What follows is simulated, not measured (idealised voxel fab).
process module | voxel capacitor over wiring
cross-section cut | 245 nm wide | cells 5 nm
A cross-section is a grid of square cells, given in bands from the top down. A band is one or more rows of cells.
Each band's line starts with the height of the band's top and of its bottom, in nm. Then come its materials from left to right, each with its width in nm. One material with "throughout" fills the band from edge to edge. "air" is empty space.
Height 0 is the level under which the wafer as received is all one material. The lowest band goes on downwards, as in "0 down".
A width such as "30 to 40" changes by the same amount from each row of cells to the next, from the band's top row to its bottom row.
"no change" after a step means that no cell of the cross-section changed.
closed voids: empty space of 8 cells or more with no open way to the top, each as width x height at its distance from the left edge, in nm
after a step's settings: what the simulator itself notes on the step
overlay nm, on a step with a mask: how far to the right of its planned place the mask lay; to the left if negative
Each pair below shows a cross-section before one step and the cross-section after it, down to the lowest band that changed. The line under each pair gives the step between them, with its settings. The pairs can come from different runs of this module on the same starting wafer, so a pair continues from the pair above only where its "before" says so.
before
  75 to 65: air 80 | TiN 55 | air 110
  65 to 60: air 80 | HfO2 55 | air 110
  60 to 55: air 75 | TiN 65 | air 105
  55 to 45: SiO2 80 | TiN 5 | Ru 5 | TiN 5 | SiO2 150
  45 to 40: SiCN 80 | TiN 15 | SiCN 150
  40 to 35: SiN 70 | TiN 25 | SiN 50 | TiN 25 | SiN 75
  35 to 15: Ru throughout
  15 to 0: SiO2 throughout
  0 down: Si throughout
  closed voids: none
after
  95 to 75: SiO2 throughout
  75 to 65: SiO2 80 | TiN 55 | SiO2 110
  65 to 60: SiO2 80 | HfO2 55 | SiO2 110
  60 to 55: SiO2 75 | TiN 65 | SiO2 105
  below 55: unchanged
  closed voids: none
the step between: op FILL_DEP | material SiO2 | thk nm 20
before: the cross-section after the pair above
after
  90 to 75: SiO2 throughout
  below 75: unchanged
  closed voids: none
the step between: op CMP | height nm 90
before: the cross-section after the pair above
after
  100 to 90: aC throughout
  below 90: unchanged
  closed voids: none
the step between: op DIRECTIONAL_DEP | material aC | thk nm 10
before: the cross-section after the pair above
after
  130 to 100: resist 90 | air 15 | resist 140
  below 100: unchanged
  closed voids: none
the step between: op PATTERN | tone open | mask id PLUG_2 | material resist | width nm 15 | thk nm 30 | overlay nm 0
before: the cross-section after the pair above
after
  120 to 100: resist 90 | air 15 | resist 140
  100 to 90: aC 90 | air 15 | aC 140
  below 90: unchanged
  closed voids: none
the step between: op DIRECTIONAL_ETCH | etch materials aC | depth nm 10
before: the cross-section after the pair above
after
  100 to 90: aC 90 | air 15 | aC 140
  below 90: unchanged
  closed voids: none
the step between: op STRIP | etch materials resist
before: the cross-section after the pair above
after
  100 to 90: aC 90 | air 15 | aC 140
  90 to 75: SiO2 90 | air 15 | SiO2 140
  below 75: unchanged
  closed voids: none
the step between: op DIRECTIONAL_ETCH | etch materials SiO2 | depth nm 15
before: the cross-section after the pair above
after
  90 to 75: SiO2 90 | air 15 | SiO2 140
  below 75: unchanged
  closed voids: none
the step between: op STRIP | etch materials aC
before: the cross-section after the pair above
after
  95 to 90: TiN 95 | air 5 | TiN 145
  90 to 80: SiO2 90 | TiN 5 | air 5 | TiN 5 | SiO2 140
  80 to 75: SiO2 90 | TiN 15 | SiO2 140
  below 75: unchanged
  closed voids: none
the step between: op CONFORMAL_DEP | material TiN | thk nm 5
before: the cross-section after the pair above
after
  105 to 95: Cu throughout
  95 to 90: TiN 95 | Cu 5 | TiN 145
  90 to 80: SiO2 90 | TiN 5 | Cu 5 | TiN 5 | SiO2 140
  below 80: unchanged
  closed voids: none
the step between: op FILL_DEP | material Cu | thk nm 10
before: the cross-section after the pair above
after
  90 to 80: SiO2 90 | TiN 5 | Cu 5 | TiN 5 | SiO2 140
  below 80: unchanged
  closed voids: none
the step between: op CMP | height nm 90
before: the cross-section after the pair above
after
  95 to 90: SiCN throughout
  below 90: unchanged
  closed voids: none
the step between: op CONFORMAL_DEP | material SiCN | thk nm 5
before
  60 to 55: TiN throughout
  55 to 45: SiO2 80 | TiN 5 | Ru 5 | TiN 5 | SiO2 150
  45 to 40: SiCN 80 | TiN 15 | SiCN 150
  40 to 20: lowk 65 | SiN 5 | Ru 25 | SiN 5 | lowk 40 | SiN 5 | Ru 25 | SiN 5 | lowk 70
  20 to 15: SiN 70 | TiN 25 | SiN 50 | TiN 25 | SiN 75
  15 to 0: SiO2 throughout
  0 down: Si throughout
  closed voids: none
after
  75 to 60: HfO2 throughout
  below 60: unchanged
  closed voids: none
the step between: op DIRECTIONAL_DEP | material HfO2 | thk nm 15
before: the cross-section after the pair above
after
  85 to 75: TiN throughout
  below 75: unchanged
  closed voids: none
the step between: op DIRECTIONAL_DEP | material TiN | thk nm 10
before: the cross-section after the pair above
after
  95 to 85: aC throughout
  below 85: unchanged
  closed voids: none
the step between: op DIRECTIONAL_DEP | material aC | thk nm 10
before: the cross-section after the pair above
after
  125 to 95: air 80 | resist 55 | air 110
  below 95: unchanged
  closed voids: none
the step between: op PATTERN | tone cover | mask id UPPER_PLATE | material resist | width nm 55 | thk nm 30 | overlay nm 0
before: the cross-section after the pair above
after
  115 to 95: air 80 | resist 55 | air 110
  95 to 85: air 80 | aC 55 | air 110
  below 85: unchanged
  closed voids: none
the step between: op DIRECTIONAL_ETCH | etch materials aC | depth nm 10
before: the cross-section after the pair above
after
  95 to 85: air 80 | aC 55 | air 110
  below 85: unchanged
  closed voids: none
the step between: op STRIP | etch materials resist
before: the cross-section after the pair above
after
  95 to 85: air 80 | aC 55 | air 110
  85 to 75: air 80 | TiN 55 | air 110
  below 75: unchanged
  closed voids: none
the step between: op DIRECTIONAL_ETCH | etch materials TiN | depth nm 10
before: the cross-section after the pair above
after
  95 to 85: air 80 | aC 55 | air 110
  85 to 75: air 80 | TiN 55 | air 110
  75 to 70: air 80 | HfO2 55 | air 110
  below 70: unchanged
  closed voids: none
the step between: op DIRECTIONAL_ETCH | etch materials HfO2 | depth nm 5
before: the cross-section after the pair above
after
  85 to 75: air 80 | TiN 55 | air 110
  below 75: unchanged
  closed voids: none
the step between: op STRIP | etch materials aC
before: the cross-section after the pair above
after
  100 to 85: air 80 | aC 55 | air 110
  85 to 75: aC 80 | TiN 55 | aC 110
  75 to 70: aC 80 | HfO2 55 | aC 110
  below 70: unchanged
  closed voids: none
the step between: op DIRECTIONAL_DEP | material aC | thk nm 15
before: the cross-section after the pair above
after
  130 to 100: air 75 | resist 65 | air 105
  100 to 85: air 75 | resist 5 | aC 55 | resist 5 | air 105
  below 85: unchanged
  closed voids: none
the step between: op PATTERN | tone cover | mask id LOWER_PLATE | material resist | width nm 65 | thk nm 30 | overlay nm 0
before: the cross-section after the pair above
after
  115 to 100: air 75 | resist 65 | air 105
  100 to 85: air 75 | resist 5 | aC 55 | resist 5 | air 105
  85 to 75: air 75 | aC 5 | TiN 55 | aC 5 | air 105
  75 to 70: air 75 | aC 5 | HfO2 55 | aC 5 | air 105
  below 70: unchanged
  closed voids: none
the step between: op DIRECTIONAL_ETCH | etch materials aC | depth nm 15
before: the cross-section after the pair above
after
  100 to 85: air 80 | aC 55 | air 110
  below 85: unchanged
  closed voids: none
the step between: op STRIP | etch materials resist
before: the cross-section after the pair above
after
  85 to 75: air 80 | TiN 55 | air 110
  75 to 70: air 80 | HfO2 55 | air 110
  below 70: unchanged
  closed voids: none
the step between: op STRIP | etch materials aC
before: the cross-section after the pair above
after
  105 to 85: SiO2 throughout
  85 to 75: SiO2 80 | TiN 55 | SiO2 110
  75 to 70: SiO2 80 | HfO2 55 | SiO2 110
  below 70: unchanged
  closed voids: none
the step between: op FILL_DEP | material SiO2 | thk nm 20
before: the cross-section after the pair above
after
  90 to 85: SiO2 throughout
  below 85: unchanged
  closed voids: none
the step between: op CMP | height nm 90
before: the cross-section after the pair above
after
  100 to 90: aC throughout
  below 90: unchanged
  closed voids: none
the step between: op DIRECTIONAL_DEP | material aC | thk nm 10
before: the cross-section after the pair above
after
  130 to 100: resist 90 | air 15 | resist 140
  below 100: unchanged
  closed voids: none
the step between: op PATTERN | tone open | mask id PLUG_2 | material resist | width nm 15 | thk nm 30 | overlay nm 0
before: the cross-section after the pair above
after
  120 to 100: resist 90 | air 15 | resist 140
  100 to 90: aC 90 | air 15 | aC 140
  below 90: unchanged
  closed voids: none
the step between: op DIRECTIONAL_ETCH | etch materials aC | depth nm 10
before: the cross-section after the pair above
after
  100 to 90: aC 90 | air 15 | aC 140
  below 90: unchanged
  closed voids: none
the step between: op STRIP | etch materials resist
before: the cross-section after the pair above
after
  100 to 90: aC 90 | air 15 | aC 140
  90 to 85: SiO2 90 | air 15 | SiO2 140
  below 85: unchanged
  closed voids: none
the step between: op DIRECTIONAL_ETCH | etch materials SiO2 | depth nm 15
before: the cross-section after the pair above
after
  90 to 85: SiO2 90 | air 15 | SiO2 140
  below 85: unchanged
  closed voids: none
the step between: op STRIP | etch materials aC
before: the cross-section after the pair above
after
  95 to 90: TiN 95 | air 5 | TiN 145
  90 to 85: SiO2 90 | TiN 15 | SiO2 140
  below 85: unchanged
  closed voids: none
the step between: op CONFORMAL_DEP | material TiN | thk nm 5
before: the cross-section after the pair above
after
  105 to 95: Cu throughout
  95 to 90: TiN 95 | Cu 5 | TiN 145
  below 90: unchanged
  closed voids: none
the step between: op FILL_DEP | material Cu | thk nm 10
before: the cross-section after the pair above
after
  90 to 85: SiO2 90 | TiN 15 | SiO2 140
  below 85: unchanged
  closed voids: none
the step between: op CMP | height nm 90
before: the cross-section after the pair above
after
  95 to 90: SiCN throughout
  below 90: unchanged
  closed voids: none
the step between: op CONFORMAL_DEP | material SiCN | thk nm 5
before
  100 to 90: aC throughout
  90 to 75: SiO2 throughout
  75 to 65: SiO2 80 | TiN 55 | SiO2 110
  65 to 60: SiO2 80 | HfO2 55 | SiO2 110
  60 to 55: SiO2 75 | TiN 65 | SiO2 105
  55 to 45: SiO2 80 | TiN 5 | Ru 5 | TiN 5 | SiO2 150
  45 to 40: SiCN 80 | TiN 15 | SiCN 150
  40 to 20: lowk 65 | SiN 5 | Ru 25 | SiN 5 | lowk 40 | SiN 5 | Ru 25 | SiN 5 | lowk 70
  20 to 15: SiN 70 | TiN 25 | SiN 50 | TiN 25 | SiN 75
  15 to 0: SiO2 throughout
  0 down: Si throughout
  closed voids: none
after
  130 to 100: resist 90 | air 20 | resist 135
  below 100: unchanged
  closed voids: none
the step between: op PATTERN | tone open | mask id PLUG_2 | material resist | width nm 20 | thk nm 30 | overlay nm 0
before: the cross-section after the pair above
after
  120 to 100: resist 90 | air 20 | resist 135
  100 to 90: aC 90 | air 20 | aC 135
  below 90: unchanged
  closed voids: none
the step between: op DIRECTIONAL_ETCH | etch materials aC | depth nm 10
before: the cross-section after the pair above
after
  100 to 90: aC 90 | air 20 | aC 135
  below 90: unchanged
  closed voids: none
the step between: op STRIP | etch materials resist
before: the cross-section after the pair above
after
  100 to 90: aC 90 | air 20 | aC 135
  90 to 75: SiO2 90 | air 20 | SiO2 135
  below 75: unchanged
  closed voids: none
the step between: op DIRECTIONAL_ETCH | etch materials SiO2 | depth nm 15
before: the cross-section after the pair above
after
  90 to 75: SiO2 90 | air 20 | SiO2 135
  below 75: unchanged
  closed voids: none
the step between: op STRIP | etch materials aC
before: the cross-section after the pair above
after
  95 to 90: TiN 95 | air 10 | TiN 140
  90 to 80: SiO2 90 | TiN 5 | air 10 | TiN 5 | SiO2 135
  80 to 75: SiO2 90 | TiN 20 | SiO2 135
  below 75: unchanged
  closed voids: none
the step between: op CONFORMAL_DEP | material TiN | thk nm 5
before: the cross-section after the pair above
after
  105 to 95: Cu throughout
  95 to 90: TiN 95 | Cu 10 | TiN 140
  90 to 80: SiO2 90 | TiN 5 | Cu 10 | TiN 5 | SiO2 135
  below 80: unchanged
  closed voids: none
the step between: op FILL_DEP | material Cu | thk nm 10
before: the cross-section after the pair above
after
  90 to 80: SiO2 90 | TiN 5 | Cu 10 | TiN 5 | SiO2 135
  below 80: unchanged
  closed voids: none
the step between: op CMP | height nm 90
before: the cross-section after the pair above
after
  95 to 90: SiCN throughout
  below 90: unchanged
  closed voids: none
the step between: op CONFORMAL_DEP | material SiCN | thk nm 5
before
  40 to 20: Ru throughout
  20 to 15: TiN throughout
  15 to 0: SiO2 throughout
  0 down: Si throughout
  closed voids: none
after
  60 to 40: air 75 | resist 25 | air 50 | resist 25 | air 70
  below 40: unchanged
  closed voids: none
the step between: op PATTERN | tone cover | mask id METAL_1 | material resist | width nm 25 | pitch nm 75 | thk nm 20 | overlay nm 5
before: the cross-section after the pair above
after
  60 to 40: air 75 | resist 25 | air 50 | resist 25 | air 70
  40 to 20: air 75 | Ru 25 | air 50 | Ru 25 | air 70
  below 20: unchanged
  closed voids: none
the step between: op DIRECTIONAL_ETCH | etch materials Ru | depth nm 20
before: the cross-section after the pair above
after
  60 to 40: air 75 | resist 25 | air 50 | resist 25 | air 70
  40 to 20: air 75 | Ru 25 | air 50 | Ru 25 | air 70
  20 to 15: air 75 | TiN 25 | air 50 | TiN 25 | air 70
  below 15: unchanged
  closed voids: none
the step between: op DIRECTIONAL_ETCH | etch materials TiN | depth nm 5
before: the cross-section after the pair above
after
  40 to 20: air 75 | Ru 25 | air 50 | Ru 25 | air 70
  below 20: unchanged
  closed voids: none
the step between: op STRIP | etch materials resist
before: the cross-section after the pair above
after
  45 to 40: air 70 | SiN 35 | air 40 | SiN 35 | air 65
  40 to 20: air 70 | SiN 5 | Ru 25 | SiN 5 | air 40 | SiN 5 | Ru 25 | SiN 5 | air 65
  20 to 15: SiN 75 | TiN 25 | SiN 50 | TiN 25 | SiN 70
  below 15: unchanged
  closed voids: none
the step between: op CONFORMAL_DEP | material SiN | thk nm 5
before: the cross-section after the pair above
after
  55 to 45: lowk throughout
  45 to 40: lowk 70 | SiN 35 | lowk 40 | SiN 35 | lowk 65
  40 to 20: lowk 70 | SiN 5 | Ru 25 | SiN 5 | lowk 40 | SiN 5 | Ru 25 | SiN 5 | lowk 65
  below 20: unchanged
  closed voids: none
the step between: op FILL_DEP | material lowk | thk nm 10
before: the cross-section after the pair above
after
  40 to 20: lowk 70 | SiN 5 | Ru 25 | SiN 5 | lowk 40 | SiN 5 | Ru 25 | SiN 5 | lowk 65
  below 20: unchanged
  closed voids: none
the step between: op CMP | height nm 40
before: the cross-section after the pair above
after
  45 to 40: SiCN throughout
  below 40: unchanged
  closed voids: none
the step between: op CONFORMAL_DEP | material SiCN | thk nm 5
before: the cross-section after the pair above
after
  55 to 45: SiO2 throughout
  below 45: unchanged
  closed voids: none
the step between: op DIRECTIONAL_DEP | material SiO2 | thk nm 10
before: the cross-section after the pair above
after
  75 to 55: resist 80 | air 15 | resist 150
  below 55: unchanged
  closed voids: none
the step between: op PATTERN | tone open | mask id PLUG_1 | material resist | width nm 15 | thk nm 20 | overlay nm 0
before: the cross-section after the pair above
after
  75 to 55: resist 80 | air 15 | resist 150
  55 to 45: SiO2 80 | air 15 | SiO2 150
  below 45: unchanged
  closed voids: none
the step between: op DIRECTIONAL_ETCH | etch materials SiO2 | depth nm 10
before: the cross-section after the pair above
after
  75 to 55: resist 80 | air 15 | resist 150
  55 to 45: SiO2 80 | air 15 | SiO2 150
  45 to 40: SiCN 80 | air 15 | SiCN 150
  below 40: unchanged
  closed voids: none
the step between: op DIRECTIONAL_ETCH | etch materials SiCN | depth nm 5
before: the cross-section after the pair above
after
  55 to 45: SiO2 80 | air 15 | SiO2 150
  below 45: unchanged
  closed voids: none
the step between: op STRIP | etch materials resist
before: the cross-section after the pair above
after
  60 to 55: TiN 85 | air 5 | TiN 155
  55 to 45: SiO2 80 | TiN 5 | air 5 | TiN 5 | SiO2 150
  45 to 40: SiCN 80 | TiN 15 | SiCN 150
  below 40: unchanged
  closed voids: none
the step between: op CONFORMAL_DEP | material TiN | thk nm 5
before: the cross-section after the pair above
after
  65 to 60: Ru throughout
  60 to 55: TiN 85 | Ru 5 | TiN 155
  55 to 45: SiO2 80 | TiN 5 | Ru 5 | TiN 5 | SiO2 150
  below 45: unchanged
  closed voids: none
the step between: op FILL_DEP | material Ru | thk nm 5
before: the cross-section after the pair above
after
  55 to 45: SiO2 80 | TiN 5 | Ru 5 | TiN 5 | SiO2 150
  below 45: unchanged
  closed voids: none
the step between: op CMP | height nm 55
before: the cross-section after the pair above
after
  60 to 55: TiN throughout
  below 55: unchanged
  closed voids: none
the step between: op DIRECTIONAL_DEP | material TiN | thk nm 5
before: the cross-section after the pair above
after
  65 to 60: HfO2 throughout
  below 60: unchanged
  closed voids: none
the step between: op DIRECTIONAL_DEP | material HfO2 | thk nm 5
before: the cross-section after the pair above
after
  75 to 65: TiN throughout
  below 65: unchanged
  closed voids: none
the step between: op DIRECTIONAL_DEP | material TiN | thk nm 10
before: the cross-section after the pair above
after
  85 to 75: aC throughout
  below 75: unchanged
  closed voids: none
the step between: op DIRECTIONAL_DEP | material aC | thk nm 10
before: the cross-section after the pair above
after
  115 to 85: air 80 | resist 55 | air 110
  below 85: unchanged
  closed voids: none
the step between: op PATTERN | tone cover | mask id UPPER_PLATE | material resist | width nm 55 | thk nm 30 | overlay nm 0
before: the cross-section after the pair above
after
  105 to 85: air 80 | resist 55 | air 110
  85 to 75: air 80 | aC 55 | air 110
  below 75: unchanged
  closed voids: none
the step between: op DIRECTIONAL_ETCH | etch materials aC | depth nm 10
before: the cross-section after the pair above
after
  85 to 75: air 80 | aC 55 | air 110
  below 75: unchanged
  closed voids: none
the step between: op STRIP | etch materials resist
before: the cross-section after the pair above
after
  85 to 75: air 80 | aC 55 | air 110
  75 to 65: air 80 | TiN 55 | air 110
  below 65: unchanged
  closed voids: none
the step between: op DIRECTIONAL_ETCH | etch materials TiN | depth nm 10
before: the cross-section after the pair above
after
  85 to 75: air 80 | aC 55 | air 110
  75 to 65: air 80 | TiN 55 | air 110
  65 to 60: air 80 | HfO2 55 | air 110
  below 60: unchanged
  closed voids: none
the step between: op DIRECTIONAL_ETCH | etch materials HfO2 | depth nm 5
before: the cross-section after the pair above
after
  75 to 65: air 80 | TiN 55 | air 110
  below 65: unchanged
  closed voids: none
the step between: op STRIP | etch materials aC
before: the cross-section after the pair above
after
  90 to 75: air 80 | aC 55 | air 110
  75 to 65: aC 80 | TiN 55 | aC 110
  65 to 60: aC 80 | HfO2 55 | aC 110
  below 60: unchanged
  closed voids: none
the step between: op DIRECTIONAL_DEP | material aC | thk nm 15
before: the cross-section after the pair above
after
  120 to 90: air 75 | resist 65 | air 105
  90 to 75: air 75 | resist 5 | aC 55 | resist 5 | air 105
  below 75: unchanged
  closed voids: none
the step between: op PATTERN | tone cover | mask id LOWER_PLATE | material resist | width nm 65 | thk nm 30 | overlay nm 0
before: the cross-section after the pair above
after
  105 to 90: air 75 | resist 65 | air 105
  90 to 75: air 75 | resist 5 | aC 55 | resist 5 | air 105
  75 to 65: air 75 | aC 5 | TiN 55 | aC 5 | air 105
  65 to 60: air 75 | aC 5 | HfO2 55 | aC 5 | air 105
  below 60: unchanged
  closed voids: none
the step between: op DIRECTIONAL_ETCH | etch materials aC | depth nm 15
before: the cross-section after the pair above
after
  90 to 75: air 80 | aC 55 | air 110
  below 75: unchanged
  closed voids: none
the step between: op STRIP | etch materials resist
before: the cross-section after the pair above
after
  90 to 75: air 80 | aC 55 | air 110
  75 to 65: air 75 | aC 5 | TiN 55 | aC 5 | air 105
  65 to 60: air 75 | aC 5 | HfO2 55 | aC 5 | air 105
  60 to 55: air 75 | TiN 65 | air 105
  below 55: unchanged
  closed voids: none
the step between: op DIRECTIONAL_ETCH | etch materials TiN | depth nm 5
before: the cross-section after the pair above
after
  75 to 65: air 80 | TiN 55 | air 110
  65 to 60: air 80 | HfO2 55 | air 110
  below 60: unchanged
  closed voids: none
the step between: op STRIP | etch materials aC
before: the cross-section after the pair above
after
  95 to 75: SiO2 throughout
  75 to 65: SiO2 80 | TiN 55 | SiO2 110
  65 to 60: SiO2 80 | HfO2 55 | SiO2 110
  60 to 55: SiO2 75 | TiN 65 | SiO2 105
  below 55: unchanged
  closed voids: none
the step between: op FILL_DEP | material SiO2 | thk nm 20
before: the cross-section after the pair above
after
  90 to 75: SiO2 throughout
  below 75: unchanged
  closed voids: none
the step between: op CMP | height nm 90
before: the cross-section after the pair above
after
  100 to 90: aC throughout
  below 90: unchanged
  closed voids: none
the step between: op DIRECTIONAL_DEP | material aC | thk nm 10
before: the cross-section after the pair above
after
  130 to 100: resist 90 | air 15 | resist 140
  below 100: unchanged
  closed voids: none
the step between: op PATTERN | tone open | mask id PLUG_2 | material resist | width nm 15 | thk nm 30 | overlay nm 0
before: the cross-section after the pair above
after
  120 to 100: resist 90 | air 15 | resist 140
  100 to 90: aC 90 | air 15 | aC 140
  below 90: unchanged
  closed voids: none
the step between: op DIRECTIONAL_ETCH | etch materials aC | depth nm 10
before: the cross-section after the pair above
after
  100 to 90: aC 90 | air 15 | aC 140
  below 90: unchanged
  closed voids: none
the step between: op STRIP | etch materials resist
before: the cross-section after the pair above
after
  100 to 90: aC 90 | air 15 | aC 140
  90 to 75: SiO2 90 | air 15 | SiO2 140
  below 75: unchanged
  closed voids: none
the step between: op DIRECTIONAL_ETCH | etch materials SiO2 | depth nm 15
before: the cross-section after the pair above
after
  90 to 75: SiO2 90 | air 15 | SiO2 140
  below 75: unchanged
  closed voids: none
the step between: op STRIP | etch materials aC
before: the cross-section after the pair above
after
  95 to 90: TiN 95 | air 5 | TiN 145
  90 to 80: SiO2 90 | TiN 5 | air 5 | TiN 5 | SiO2 140
  80 to 75: SiO2 90 | TiN 15 | SiO2 140
  below 75: unchanged
  closed voids: none
the step between: op CONFORMAL_DEP | material TiN | thk nm 5
before: the cross-section after the pair above
after
  105 to 95: Cu throughout
  95 to 90: TiN 95 | Cu 5 | TiN 145
  90 to 80: SiO2 90 | TiN 5 | Cu 5 | TiN 5 | SiO2 140
  below 80: unchanged
  closed voids: none
the step between: op FILL_DEP | material Cu | thk nm 10
before: the cross-section after the pair above
after
  90 to 80: SiO2 90 | TiN 5 | Cu 5 | TiN 5 | SiO2 140
  below 80: unchanged
  closed voids: none
the step between: op CMP | height nm 90
before: the cross-section after the pair above
after
  95 to 90: SiCN throughout
  below 90: unchanged
  closed voids: none
the step between: op CONFORMAL_DEP | material SiCN | thk nm 5
before
  55 to 45: SiO2 80 | TiN 5 | Ru 5 | TiN 5 | SiO2 150
  45 to 40: SiCN 80 | TiN 15 | SiCN 150
  40 to 20: lowk 65 | SiN 5 | Ru 25 | SiN 5 | lowk 40 | SiN 5 | Ru 25 | SiN 5 | lowk 70
  20 to 15: SiN 70 | TiN 25 | SiN 50 | TiN 25 | SiN 75
  15 to 0: SiO2 throughout
  0 down: Si throughout
  closed voids: none
after
  60 to 55: HfO2 throughout
  below 55: unchanged
  closed voids: none
the step between: op DIRECTIONAL_DEP | material HfO2 | thk nm 5
before: the cross-section after the pair above
after
  65 to 55: HfO2 throughout
  below 55: unchanged
  closed voids: none
the step between: op DIRECTIONAL_DEP | material HfO2 | thk nm 5
before: the cross-section after the pair above
after
  75 to 65: TiN throughout
  below 65: unchanged
  closed voids: none
the step between: op DIRECTIONAL_DEP | material TiN | thk nm 10
before: the cross-section after the pair above
after
  85 to 75: aC throughout
  below 75: unchanged
  closed voids: none
the step between: op DIRECTIONAL_DEP | material aC | thk nm 10
before: the cross-section after the pair above
after
  115 to 85: air 80 | resist 55 | air 110
  below 85: unchanged
  closed voids: none
the step between: op PATTERN | tone cover | mask id UPPER_PLATE | material resist | width nm 55 | thk nm 30 | overlay nm 0
before: the cross-section after the pair above
after
  105 to 85: air 80 | resist 55 | air 110
  85 to 75: air 80 | aC 55 | air 110
  below 75: unchanged
  closed voids: none
the step between: op DIRECTIONAL_ETCH | etch materials aC | depth nm 10
before: the cross-section after the pair above
after
  85 to 75: air 80 | aC 55 | air 110
  below 75: unchanged
  closed voids: none
the step between: op STRIP | etch materials resist
before: the cross-section after the pair above
after
  85 to 75: air 80 | aC 55 | air 110
  75 to 65: air 80 | TiN 55 | air 110
  below 65: unchanged
  closed voids: none
the step between: op DIRECTIONAL_ETCH | etch materials TiN | depth nm 10
before: the cross-section after the pair above
after
  85 to 75: air 80 | aC 55 | air 110
  75 to 65: air 80 | TiN 55 | air 110
  65 to 60: air 80 | HfO2 55 | air 110
  below 60: unchanged
  closed voids: none
the step between: op DIRECTIONAL_ETCH | etch materials HfO2 | depth nm 5
before: the cross-section after the pair above
after
  75 to 65: air 80 | TiN 55 | air 110
  below 65: unchanged
  closed voids: none
the step between: op STRIP | etch materials aC
before: the cross-section after the pair above
after
  90 to 75: air 80 | aC 55 | air 110
  75 to 65: aC 80 | TiN 55 | aC 110
  65 to 60: aC 80 | HfO2 55 | aC 110
  below 60: unchanged
  closed voids: none
the step between: op DIRECTIONAL_DEP | material aC | thk nm 15
before: the cross-section after the pair above
after
  120 to 90: air 75 | resist 65 | air 105
  90 to 75: air 75 | resist 5 | aC 55 | resist 5 | air 105
  below 75: unchanged
  closed voids: none
the step between: op PATTERN | tone cover | mask id LOWER_PLATE | material resist | width nm 65 | thk nm 30 | overlay nm 0
before: the cross-section after the pair above
after
  105 to 90: air 75 | resist 65 | air 105
  90 to 75: air 75 | resist 5 | aC 55 | resist 5 | air 105
  75 to 65: air 75 | aC 5 | TiN 55 | aC 5 | air 105
  65 to 60: air 75 | aC 5 | HfO2 55 | aC 5 | air 105
  below 60: unchanged
  closed voids: none
the step between: op DIRECTIONAL_ETCH | etch materials aC | depth nm 15
before: the cross-section after the pair above
after
  90 to 75: air 80 | aC 55 | air 110
  below 75: unchanged
  closed voids: none
the step between: op STRIP | etch materials resist
before: the cross-section after the pair above
after
  75 to 65: air 80 | TiN 55 | air 110
  65 to 60: air 80 | HfO2 55 | air 110
  below 60: unchanged
  closed voids: none
the step between: op STRIP | etch materials aC
before: the cross-section after the pair above
after
  95 to 75: SiO2 throughout
  75 to 65: SiO2 80 | TiN 55 | SiO2 110
  65 to 60: SiO2 80 | HfO2 55 | SiO2 110
  below 60: unchanged
  closed voids: none
the step between: op FILL_DEP | material SiO2 | thk nm 20
before: the cross-section after the pair above
after
  90 to 75: SiO2 throughout
  below 75: unchanged
  closed voids: none
the step between: op CMP | height nm 90
before: the cross-section after the pair above
after
  100 to 90: aC throughout
  below 90: unchanged
  closed voids: none
the step between: op DIRECTIONAL_DEP | material aC | thk nm 10
before: the cross-section after the pair above
after
  130 to 100: resist 90 | air 15 | resist 140
  below 100: unchanged
  closed voids: none
the step between: op PATTERN | tone open | mask id PLUG_2 | material resist | width nm 15 | thk nm 30 | overlay nm 0
before: the cross-section after the pair above
after
  120 to 100: resist 90 | air 15 | resist 140
  100 to 90: aC 90 | air 15 | aC 140
  below 90: unchanged
  closed voids: none
the step between: op DIRECTIONAL_ETCH | etch materials aC | depth nm 10
before: the cross-section after the pair above
after
  100 to 90: aC 90 | air 15 | aC 140
  below 90: unchanged
  closed voids: none
the step between: op STRIP | etch materials resist
before: the cross-section after the pair above
after
  100 to 90: aC 90 | air 15 | aC 140
  90 to 75: SiO2 90 | air 15 | SiO2 140
  below 75: unchanged
  closed voids: none
the step between: op DIRECTIONAL_ETCH | etch materials SiO2 | depth nm 15
before: the cross-section after the pair above
after
  90 to 75: SiO2 90 | air 15 | SiO2 140
  below 75: unchanged
  closed voids: none
the step between: op STRIP | etch materials aC
before: the cross-section after the pair above
after
  95 to 90: TiN 95 | air 5 | TiN 145
  90 to 80: SiO2 90 | TiN 5 | air 5 | TiN 5 | SiO2 140
  80 to 75: SiO2 90 | TiN 15 | SiO2 140
  below 75: unchanged
  closed voids: none
the step between: op CONFORMAL_DEP | material TiN | thk nm 5
before: the cross-section after the pair above
after
  105 to 95: Cu throughout
  95 to 90: TiN 95 | Cu 5 | TiN 145
  90 to 80: SiO2 90 | TiN 5 | Cu 5 | TiN 5 | SiO2 140
  below 80: unchanged
  closed voids: none
the step between: op FILL_DEP | material Cu | thk nm 10
before: the cross-section after the pair above
after
  90 to 80: SiO2 90 | TiN 5 | Cu 5 | TiN 5 | SiO2 140
  below 80: unchanged
  closed voids: none
the step between: op CMP | height nm 90
before: the cross-section after the pair above
after
  95 to 90: SiCN throughout
  below 90: unchanged
  closed voids: none
the step between: op CONFORMAL_DEP | material SiCN | thk nm 5
before
  55 to 45: SiO2 throughout
  45 to 40: SiCN throughout
  40 to 20: lowk 65 | SiN 5 | Ru 25 | SiN 5 | lowk 40 | SiN 5 | Ru 25 | SiN 5 | lowk 70
  20 to 15: SiN 70 | TiN 25 | SiN 50 | TiN 25 | SiN 75
  15 to 0: SiO2 throughout
  0 down: Si throughout
  closed voids: none
after
  75 to 55: air 80 | resist 15 | air 150
  below 55: unchanged
  closed voids: none
the step between: op PATTERN | tone cover | mask id PLUG_1 | material resist | width nm 15 | thk nm 20 | overlay nm 0
before: the cross-section after the pair above
after
  75 to 55: air 80 | resist 15 | air 150
  55 to 45: air 80 | SiO2 15 | air 150
  below 45: unchanged
  closed voids: none
the step between: op DIRECTIONAL_ETCH | etch materials SiO2 | depth nm 10
before: the cross-section after the pair above
after
  75 to 55: air 80 | resist 15 | air 150
  55 to 45: air 80 | SiO2 15 | air 150
  45 to 40: air 80 | SiCN 15 | air 150
  below 40: unchanged
  closed voids: none
the step between: op DIRECTIONAL_ETCH | etch materials SiCN | depth nm 5
before: the cross-section after the pair above
after
  55 to 45: air 80 | SiO2 15 | air 150
  below 45: unchanged
  closed voids: none
the step between: op STRIP | etch materials resist
before: the cross-section after the pair above
after
  60 to 55: air 75 | TiN 25 | air 145
  55 to 45: air 75 | TiN 5 | SiO2 15 | TiN 5 | air 145
  45 to 40: TiN 80 | SiCN 15 | TiN 150
  below 40: unchanged
  closed voids: none
the step between: op CONFORMAL_DEP | material TiN | thk nm 5
before: the cross-section after the pair above
after
  65 to 60: Ru throughout
  60 to 55: Ru 75 | TiN 25 | Ru 145
  55 to 45: Ru 75 | TiN 5 | SiO2 15 | TiN 5 | Ru 145
  below 45: unchanged
  closed voids: none
the step between: op FILL_DEP | material Ru | thk nm 5
before: the cross-section after the pair above
after
  55 to 45: Ru 75 | TiN 5 | SiO2 15 | TiN 5 | Ru 145
  below 45: unchanged
  closed voids: none
the step between: op CMP | height nm 55
before: the cross-section after the pair above
after
  60 to 55: TiN throughout
  below 55: unchanged
  closed voids: none
the step between: op DIRECTIONAL_DEP | material TiN | thk nm 5
